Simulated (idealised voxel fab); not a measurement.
Name of the process module below: voxel wiring stack
The width of the displayed cross-section, cut, is 215 nm; its cells are square, with a size of 5 nm.
Cross-section, as written here: a square-cell grid given band by band from the top down, where a band holds one or more rows of cells. For a band, the entry starts with two heights in nm, that of the top and then that of the bottom, and carries on with the band's materials in order from left to right, each alongside its width in nm; the word "all across" beside a single material means it fills the band edge to edge, and "air" means empty space. Zero point of the height axis is 0; under it, received wafer = one material. Lowest band: continues down indefinitely, "z 0 and below". The two numbers in a width such as "30->40" mark its ends across the band: the first belongs to the top row of cells, the second to the bottom row, and from each row to the next the width moves by the same amount. Take "stayed the same" at face value: in the step it is given for, the cross-section changed in none of its cells. Closed-off voids of 8+ cells (no open route to the top) go in "Completely enclosed voids", written width x height at distance from the left edge, in nm. On each step's line, the part that comes after the settings is the simulator's own comment on the step. "overlay nm" answers the question of how far to the right of plan the mask lay on a step that has a mask, and when it is negative the answer is to the left.

STEPS IN THE PROCESS PLAN
1,op RECEIVE | material Si
2,op CONFORMAL_DEP | material SiO2 | thk nm 15
3,op CONFORMAL_DEP | material SiN | thk nm 5
4,op DIRECTIONAL_DEP | material lowk | thk nm 15
5,op MASKED_ETCH | tone open | mask id METAL_1 | width nm 25 | pitch nm 45 | etch materials lowk | depth nm 15 | overlay nm 0
6,op MASKED_ETCH | tone open | mask id METAL_1 | width nm 25 | pitch nm 45 | etch materials SiN | depth nm 5 | overlay nm 0
7,op CONFORMAL_DEP | material TiN | thk nm 5
8,op FILL_DEP | material Cu | thk nm 5
9,op CMP | height nm 35
10,op CONFORMAL_DEP | material SiCN | thk nm 5
11,op DIRECTIONAL_DEP | material SiO2 | thk nm 25
12,op DIRECTIONAL_DEP | material aC | thk nm 10
13,op PATTERN | tone open | mask id METAL_2_HOLES | material resist | width nm 15 | pitch nm 45 | thk nm 25 | overlay nm 0
14,op DIRECTIONAL_ETCH | etch materials aC | depth nm 10
15,op STRIP | etch materials resist
16,op DIRECTIONAL_ETCH | etch materials SiO2 | depth nm 25
17,op STRIP | etch materials aC
18,op MASKED_ETCH | tone open | mask id METAL_2 | width nm 25 | pitch nm 45 | etch materials SiO2 | depth nm 15 | overlay nm 0
19,op MASKED_ETCH | tone open | mask id METAL_2 | width nm 25 | pitch nm 45 | etch materials SiCN | depth nm 5 | overlay nm 0
20,op CONFORMAL_DEP | material TiN | thk nm 5
21,op FILL_DEP | material Ru | thk nm 10
22,op CMP | height nm 65
23,op CONFORMAL_DEP | material SiCN | thk nm 5
24,op DIRECTIONAL_DEP | material SiO2 | thk nm 15
25,op MASKED_ETCH | tone open | mask id PLUG_2 | width nm 15 | etch materials SiO2 | depth nm 15 | overlay nm 0
26,op MASKED_ETCH | tone open | mask id PLUG_2 | width nm 15 | etch materials SiCN | depth nm 5 | overlay nm 0
27,op EPI | material Ru | thk nm 10
28,op EPI | material Ru | thk nm 10
29,op DIRECTIONAL_DEP | material TiN | thk nm 5
30,op DIRECTIONAL_DEP | material Ru | thk nm 20
31,op DIRECTIONAL_DEP | material aC | thk nm 10
32,op PATTERN | tone cover | mask id METAL_3 | material resist | width nm 25 | pitch nm 45 | thk nm 25 | overlay nm 0
33,op DIRECTIONAL_ETCH | etch materials aC | depth nm 10
34,op STRIP | etch materials resist
35,op DIRECTIONAL_ETCH | etch materials Ru | depth nm 20
36,op DIRECTIONAL_ETCH | etch materials TiN | depth nm 5
37,op STRIP | etch materials aC
38,op FILL_DEP | material SiO2 | thk nm 5
39,op CMP | height nm 110
40,op CONFORMAL_DEP | material SiCN | thk nm 5
41,op DIRECTIONAL_DEP | material lowk | thk nm 25
42,op MASKED_ETCH | tone open | mask id METAL_4 | width nm 25 | pitch nm 45 | etch materials lowk | depth nm 15 | overlay nm 0
43,op DIRECTIONAL_DEP | material aC | thk nm 15
44,op PATTERN | tone open | mask id METAL_4_HOLES | material resist | width nm 15 | thk nm 35 | overlay nm 0
45,op DIRECTIONAL_ETCH | etch materials aC | depth nm 15
46,op STRIP | etch materials resist
47,op DIRECTIONAL_ETCH | etch materials lowk | depth nm 10
48,op DIRECTIONAL_ETCH | etch materials SiCN | depth nm 5
49,op STRIP | etch materials aC
50,op CONFORMAL_DEP | material TiN | thk nm 5
51,op FILL_DEP | material Cu | thk nm 10
52,op CMP | height nm 140
53,op CONFORMAL_DEP | material SiCN | thk nm 5

AS-RECEIVED WAFER CROSS-SECTION (AFTER STEP 1)
    z 0 and below: Si all across
    Completely enclosed voids: none

HERE'S THE CROSS-SECTION OF THE FIRST OF OUR TWO WAFERS AT THE END OF THE MODULE - IT RAN AS PLANNED
    z 145 to 140: SiCN all across
    z 140 to 130: lowk 70, TiN 5, Cu 15, TiN 5, lowk 20, TiN 5, Cu 15, TiN 5, lowk 75
    z 130 to 125: lowk 70, TiN 5, Cu 5, TiN 15, lowk 20, TiN 25, lowk 75
    z 125 to 115: lowk 70, TiN 5, Cu 5, TiN 5, lowk 130
    z 115 to 110: SiCN 70, TiN 15, SiCN 130
    z 110 to 90: SiO2 70, Ru 25, SiO2 20, Ru 25, SiO2 75
    z 90 to 85: SiO2 70, TiN 25, SiO2 20, TiN 25, SiO2 75
    z 85 to 70: SiO2 70, Ru 15, SiO2 130
    z 70 to 65: SiCN 70, Ru 15, SiCN 130
    z 65 to 55: SiO2 70, TiN 5, Ru 15, TiN 5, SiO2 20, TiN 5, Ru 15, TiN 5, SiO2 75
    z 55 to 50: SiO2 70, TiN 5, Ru 5, TiN 15, SiO2 20, TiN 5, Ru 5, TiN 15, SiO2 75
    z 50 to 40: SiO2 70, TiN 5, Ru 5, TiN 5, SiO2 30, TiN 5, Ru 5, TiN 5, SiO2 85
    z 40 to 35: SiCN 70, TiN 15, SiCN 30, TiN 15, SiCN 85
    z 35 to 20: lowk 70, TiN 5, Cu 15, TiN 5, lowk 20, TiN 5, Cu 15, TiN 5, lowk 75
    z 20 to 15: SiN 70, TiN 25, SiN 20, TiN 25, SiN 75
    z 15 to 0: SiO2 all across
    z 0 and below: Si all across
    Completely enclosed voids: none

WAFER TWO, SECTIONED AFTER THE MODULE: THE FIRST WAFER'S START, THE FIRST WAFER'S PLAN, AND ONE MISTAKE IN HOW IT WAS RUN
    z 145 to 140: SiCN all across
    z 140 to 130: lowk 65, TiN 5, Cu 15, TiN 5, lowk 20, TiN 5, Cu 15, TiN 5, lowk 80
    z 130 to 125: lowk 65, TiN 10, Cu 5, TiN 10, lowk 20, TiN 25, lowk 80
    z 125 to 115: lowk 70, TiN 5, Cu 5, TiN 5, lowk 130
    z 115 to 110: SiCN 70, TiN 15, SiCN 130
    z 110 to 90: SiO2 70, Ru 25, SiO2 20, Ru 25, SiO2 75
    z 90 to 85: SiO2 70, TiN 25, SiO2 20, TiN 25, SiO2 75
    z 85 to 70: SiO2 70, Ru 15, SiO2 130
    z 70 to 65: SiCN 70, Ru 15, SiCN 130
    z 65 to 55: SiO2 70, TiN 5, Ru 15, TiN 5, SiO2 20, TiN 5, Ru 15, TiN 5, SiO2 75
    z 55 to 50: SiO2 70, TiN 5, Ru 5, TiN 15, SiO2 20, TiN 5, Ru 5, TiN 15, SiO2 75
    z 50 to 40: SiO2 70, TiN 5, Ru 5, TiN 5, SiO2 30, TiN 5, Ru 5, TiN 5, SiO2 85
    z 40 to 35: SiCN 70, TiN 15, SiCN 30, TiN 15, SiCN 85
    z 35 to 20: lowk 70, TiN 5, Cu 15, TiN 5, lowk 20, TiN 5, Cu 15, TiN 5, lowk 75
    z 20 to 15: SiN 70, TiN 25, SiN 20, TiN 25, SiN 75
    z 15 to 0: SiO2 all across
    z 0 and below: Si all across
    Completely enclosed voids: none
It is concluded that the wafer was processed incorrectly with respect to the plan, in that for step 42, the planned setting was not used; the step was instead run as op MASKED_ETCH | tone open | mask id METAL_4 | width nm 25 | pitch nm 45 | etch materials lowk | depth nm 15 | overlay nm -5
At the close, every material occupies the same number of cells on the second wafer as on the first, only in different positions.
